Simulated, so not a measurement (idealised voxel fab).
Herein follows the process module entitled voxel transistor to metal.
Cross-section cut spans 190 nm and uses square cells 5 nm in size.
Throughout this document, each cross-section is represented as a grid of square cells and is presented as a sequence of bands enumerated from the top downward, where a band comprises one or more rows of cells.
What a band's entry tells you: where the top is and where the bottom is, as heights in nm, and after that what lies inside, material by material from left to right, each with its width in nm. Empty space is written as the word "blank", and a single material marked with the word "throughout" occupies the band from edge to edge.
Beneath 0, the wafer as received is one material, and that level is where height counting begins. The lowest band goes on downward without a bottom; it is written like "0 and below".
Per-row width for "30->40": begins at first number (top row of band), ends at second number (bottom row), increment between rows held constant.
Given "remains unaltered" for a step, no cell of the cross-section differs between before and after that step.
Empty spaces counting at least 8 cells and having no open way to the top are listed in "Unvented voids". The notation width x height at distance is used for each, the distance being from the left edge and all three values in nm.
On each step's line, the part that comes after the settings is the simulator's own comment on the step.
overlay nm: mask offset rightward from planned place, masked step; negative means leftward offset.
Listed below are the process steps as planned:
- 1: RECEIVE [material Si]
- 2: OXIDIZE [depth nm 5]
- 3: CONFORMAL_DEP [material SiN] [thk nm 15]
- 4: MASKED_ETCH [tone cover] [mask id ACTIVE] [width nm 135] [etch materials SiN] [depth nm 15] [overlay nm 0]
- 5: MASKED_ETCH [tone cover] [mask id ACTIVE] [width nm 135] [etch materials SiO2] [depth nm 5] [overlay nm 0]
- 6: MASKED_ETCH [tone cover] [mask id ACTIVE] [width nm 135] [etch materials Si] [depth nm 20] [overlay nm 0]
- 7: FILL_DEP [material SiO2] [thk nm 10]
- 8: CMP [height nm 15]
- 9: SELECTIVE_ETCH [etch materials SiO2] [depth nm 5]
- 10: STRIP [etch materials SiN]
- 11: SELECTIVE_ETCH [etch materials SiO2] [depth nm 5]
- 12: OXIDIZE [depth nm 5]
- 13: DIRECTIONAL_DEP [material polySi] [thk nm 30]
- 14: DIRECTIONAL_DEP [material SiCN] [thk nm 10]
- 15: DIRECTIONAL_DEP [material aC] [thk nm 15]
- 16: PATTERN [tone cover] [mask id GATE] [material resist] [width nm 35] [thk nm 30] [overlay nm 0]
- 17: DIRECTIONAL_ETCH [etch materials aC] [depth nm 15]
- 18: STRIP [etch materials resist]
- 19: DIRECTIONAL_ETCH [etch materials SiCN] [depth nm 20]
- 20: DIRECTIONAL_ETCH [etch materials polySi] [depth nm 40]
- 21: STRIP [etch materials aC]
- 22: CONFORMAL_DEP [material SiN] [thk nm 5]
- 23: DIRECTIONAL_ETCH [etch materials SiN] [depth nm 5]
- 24: DIRECTIONAL_ETCH [etch materials SiO2] [depth nm 5]
- 25: DIRECTIONAL_ETCH [etch materials Si] [depth nm 5]
- 26: EPI [material nSi] [thk nm 5]
- 27: FILL_DEP [material SiO2] [thk nm 10]
- 28: CMP [height nm 25]
- 29: STRIP [etch materials polySi]
- 30: SELECTIVE_ETCH [etch materials SiO2] [depth nm 5]
- 31: CONFORMAL_DEP [material HfO2] [thk nm 5]
- 32: CONFORMAL_DEP [material TiN] [thk nm 5]
- 33: FILL_DEP [material W] [thk nm 10]
- 34: CMP [height nm 20]
- 35: DIRECTIONAL_DEP [material SiO2] [thk nm 15]
- 36: MASKED_ETCH [tone open] [mask id CONTACT] [width nm 20] [pitch nm 95] [etch materials SiO2] [depth nm 45] [overlay nm 0]
- 37: CONFORMAL_DEP [material TiN] [thk nm 5]
- 38: FILL_DEP [material W] [thk nm 5]
- 39: CMP [height nm 35]
- 40: DIRECTIONAL_DEP [material TiN] [thk nm 5]
- 41: DIRECTIONAL_DEP [material W] [thk nm 20]
- 42: MASKED_ETCH [tone cover] [mask id METAL_1] [width nm 20] [pitch nm 95] [etch materials W] [depth nm 20] [overlay nm 0]
- 43: MASKED_ETCH [tone cover] [mask id METAL_1] [width nm 20] [pitch nm 95] [etch materials TiN] [depth nm 5] [overlay nm 0]
- 44: FILL_DEP [material lowk] [thk nm 10]
- 45: CMP [height nm 60]
- 46: CONFORMAL_DEP [material SiCN] [thk nm 5]
Wafer cross-section on receipt, i.e. after step 1:
    0 and below: Si throughout
    Unvented voids: none
The first of the two wafers as seen in cross-section once the module was finished; processing followed the plan:
    65 down to 60: SiCN throughout
    60 down to 40: lowk=35; W=20; lowk=75; W=20; lowk=40
    40 down to 35: lowk=35; TiN=20; lowk=75; TiN=20; lowk=40
    35 down to 20: SiO2=35; TiN=5; W=10; TiN=5; SiO2=75; TiN=5; W=10; TiN=5; SiO2=40
    20 down to 5: SiO2=35; TiN=5; W=10; TiN=5; SiO2=15; SiN=5; HfO2=5; TiN=5; W=15; TiN=5; HfO2=5; SiN=5; SiO2=15; TiN=5; W=10; TiN=5; SiO2=40
    5 down to 0: SiO2=20; SiN=5; SiO2=10; TiN=5; W=10; TiN=5; SiO2=15; SiN=5; HfO2=5; TiN=5; W=15; TiN=5; HfO2=5; SiN=5; SiO2=15; TiN=5; W=10; TiN=5; SiO2=10; SiN=5; SiO2=25
    0 down to -5: SiO2=20; SiN=5; SiO2=10; TiN=5; W=10; TiN=5; SiO2=15; SiN=5; HfO2=5; TiN=25; HfO2=5; SiN=5; SiO2=15; TiN=5; W=10; TiN=5; SiO2=10; SiN=5; SiO2=25
    -5 down to -10: SiO2=35; TiN=20; SiO2=10; nSi=5; HfO2=45; nSi=5; SiO2=10; TiN=20; SiO2=40
    -10 down to -15: SiO2=25; nSi=45; Si=45; nSi=45; SiO2=30
    -15 down to -25: SiO2=25; Si=135; SiO2=30
    -25 and below: Si throughout
    Unvented voids: none
The second wafer, shown in cross-section after the module: started the same way as the first and given the same plan, yet one mistake crept into how it was run:
    65 down to 60: SiCN throughout
    60 down to 40: lowk=35; W=20; lowk=75; W=20; lowk=40
    40 down to 35: lowk=35; TiN=20; lowk=75; TiN=20; lowk=40
    35 down to 20: SiO2=35; TiN=5; W=10; TiN=5; SiO2=75; TiN=5; W=10; TiN=5; SiO2=40
    20 down to 5: SiO2=35; TiN=5; W=10; TiN=5; SiO2=15; SiN=5; HfO2=5; TiN=5; W=15; TiN=5; HfO2=5; SiN=5; SiO2=15; TiN=5; W=10; TiN=5; SiO2=40
    5 down to 0: SiO2=15; SiN=5; SiO2=15; TiN=5; W=10; TiN=5; SiO2=15; SiN=5; HfO2=5; TiN=5; W=15; TiN=5; HfO2=5; SiN=5; SiO2=15; TiN=5; W=10; TiN=5; SiO2=15; SiN=5; SiO2=20
    0 down to -5: SiO2=15; SiN=5; SiO2=15; TiN=5; W=10; TiN=5; SiO2=15; SiN=5; HfO2=5; TiN=25; HfO2=5; SiN=5; SiO2=15; TiN=5; W=10; TiN=5; SiO2=15; SiN=5; SiO2=20
    -5 down to -10: SiO2=15; SiN=10; SiO2=10; TiN=20; SiO2=10; nSi=5; HfO2=45; nSi=5; SiO2=10; TiN=20; SiO2=10; SiN=10; SiO2=20
    -10 down to -15: SiO2=30; nSi=40; Si=45; nSi=40; SiO2=35
    -15 down to -25: SiO2=25; Si=135; SiO2=30
    -25 and below: Si throughout
    Unvented voids: none
Nonconformance to the process plan: mixed up steps 9 and 10 - ran each in the other's place
Final difference in cells, second wafer against first, listed per material as more or fewer: SiN +4; SiO2 -2; nSi -2
